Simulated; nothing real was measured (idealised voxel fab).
The name of this process module is voxel self aligned vias.
The cross-section on display is named cut; it measures 260 nm wide, and its cells are 5 nm squares.
Cross-section = grid of square cells, listed top down in bands; band = one or more rows. Basically the band line says how high the top is and how high the bottom is, in nm, and then what's in it from left to right, every material with its width in nm. Empty space shows up as "blank", and if a single material carries "all across" it runs the full band edge to edge. Counting heights begins at 0, where everything beneath is, in the wafer as received, one material. The lowest band has no bottom; it goes on downwards, as "0 nm and below" shows. Quick explanation for "30 to 40": the width changes in equal steps down the rows of cells, from the first number in the band's top row to the second number in its bottom row. "left unchanged" after a step means that no cell of the cross-section changed. Voids not open to the top, 8 cells minimum: see "Internal closed voids". Written width x height at distance; distance is from the left edge; nm. Past the settings on a step's line: simulator remark, on that step. A step's line can hold "overlay nm"; with a mask on that step, the setting says how far right of the planned place the mask lay, while a negative setting says it lay to the left.

THESE ARE THE STEPS WE PLANNED FOR THE PROCESS
1. RECEIVE [material Si]
2. CONFORMAL_DEP [material SiO2] [thk nm 10]
3. CONFORMAL_DEP [material SiCN] [thk nm 5]
4. DIRECTIONAL_DEP [material lowk] [thk nm 30]
5. DIRECTIONAL_DEP [material aC] [thk nm 15]
6. PATTERN [tone open] [mask id LINES] [material resist] [width nm 20] [pitch nm 60] [thk nm 30] [overlay nm 0]
7. DIRECTIONAL_ETCH [etch materials aC] [depth nm 15]
8. STRIP [etch materials resist]
9. DIRECTIONAL_ETCH [etch materials lowk] [depth nm 30]
10. STRIP [etch materials aC]
11. CONFORMAL_DEP [material TiN] [thk nm 5]
12. FILL_DEP [material Ru] [thk nm 5]
13. CMP [height nm 45]
14. SELECTIVE_ETCH [etch materials W Ru TiN] [depth nm 5]
15. FILL_DEP [material SiN] [thk nm 5]
16. CMP [height nm 45]
17. DIRECTIONAL_DEP [material lowk] [thk nm 20]
18. MASKED_ETCH [tone open] [mask id VIAS] [width nm 40] [pitch nm 60] [etch materials lowk] [depth nm 20] [overlay nm 0]
19. MASKED_ETCH [tone open] [mask id VIAS] [width nm 40] [pitch nm 60] [etch materials SiN] [depth nm 5] [overlay nm 0]
20. CONFORMAL_DEP [material TiN] [thk nm 5]
21. FILL_DEP [material W] [thk nm 5]
22. CMP [height nm 65]
23. CONFORMAL_DEP [material SiN] [thk nm 5]

WAFER AT RECEIPT (POST STEP 1), CROSS-SECTION
> 0 nm and below: Si all across
> Internal closed voids: none

FIRST OF TWO WAFERS: CROSS-SECTION AT END OF MODULE, RUN PER PLAN
> 70 nm to 65 nm: SiN all across
> 65 nm to 50 nm: 80 nm lowk / 5 nm TiN / 30 nm W / 5 nm TiN / 20 nm lowk / 5 nm TiN / 30 nm W / 5 nm TiN / 80 nm lowk
> 50 nm to 45 nm: 80 nm lowk / 15 nm TiN / 10 nm W / 15 nm TiN / 20 nm lowk / 15 nm TiN / 10 nm W / 15 nm TiN / 80 nm lowk
> 45 nm to 40 nm: 90 nm lowk / 20 nm TiN / 40 nm lowk / 20 nm TiN / 90 nm lowk
> 40 nm to 20 nm: 90 nm lowk / 5 nm TiN / 10 nm Ru / 5 nm TiN / 40 nm lowk / 5 nm TiN / 10 nm Ru / 5 nm TiN / 90 nm lowk
> 20 nm to 15 nm: 90 nm lowk / 20 nm TiN / 40 nm lowk / 20 nm TiN / 90 nm lowk
> 15 nm to 10 nm: SiCN all across
> 10 nm to 0 nm: SiO2 all across
> 0 nm and below: Si all across
> Internal closed voids: none

CROSS-SECTIONAL IMAGE OF THE SECOND WAFER OF THE TWO FOLLOWING COMPLETION OF THE MODULE. STARTING STATE AND PROCESS PLAN WERE THE SAME AS FOR THE FIRST WAFER; ONE EXECUTION ERROR OCCURRED
> 70 nm to 65 nm: SiN all across
> 65 nm to 50 nm: 80 nm lowk / 5 nm TiN / 30 nm W / 5 nm TiN / 20 nm lowk / 5 nm TiN / 30 nm W / 5 nm TiN / 80 nm lowk
> 50 nm to 45 nm: 80 nm lowk / 40 nm TiN / 20 nm lowk / 40 nm TiN / 80 nm lowk
> 45 nm to 40 nm: 80 nm SiN / 10 nm TiN / 20 nm lowk / 10 nm TiN / 20 nm SiN / 10 nm TiN / 20 nm lowk / 10 nm TiN / 80 nm SiN
> 40 nm to 20 nm: 85 nm Ru / 5 nm TiN / 20 nm lowk / 5 nm TiN / 30 nm Ru / 5 nm TiN / 20 nm lowk / 5 nm TiN / 85 nm Ru
> 20 nm to 15 nm: 90 nm TiN / 20 nm lowk / 40 nm TiN / 20 nm lowk / 90 nm TiN
> 15 nm to 10 nm: SiCN all across
> 10 nm to 0 nm: SiO2 all across
> 0 nm and below: Si all across
> Internal closed voids: none
The mistake made against the process plan was this: step 6 ran differently from the plan; actual operation with settings: PATTERN [tone cover] [mask id LINES] [material resist] [width nm 20] [pitch nm 60] [thk nm 30] [overlay nm 0]
Once processing is complete, comparing cell counts shows that the second wafer has more or fewer of certain materials than the first: Ru: 144 more | SiN: 36 more | TiN: 40 more | W: 4 fewer | lowk: 216 fewer
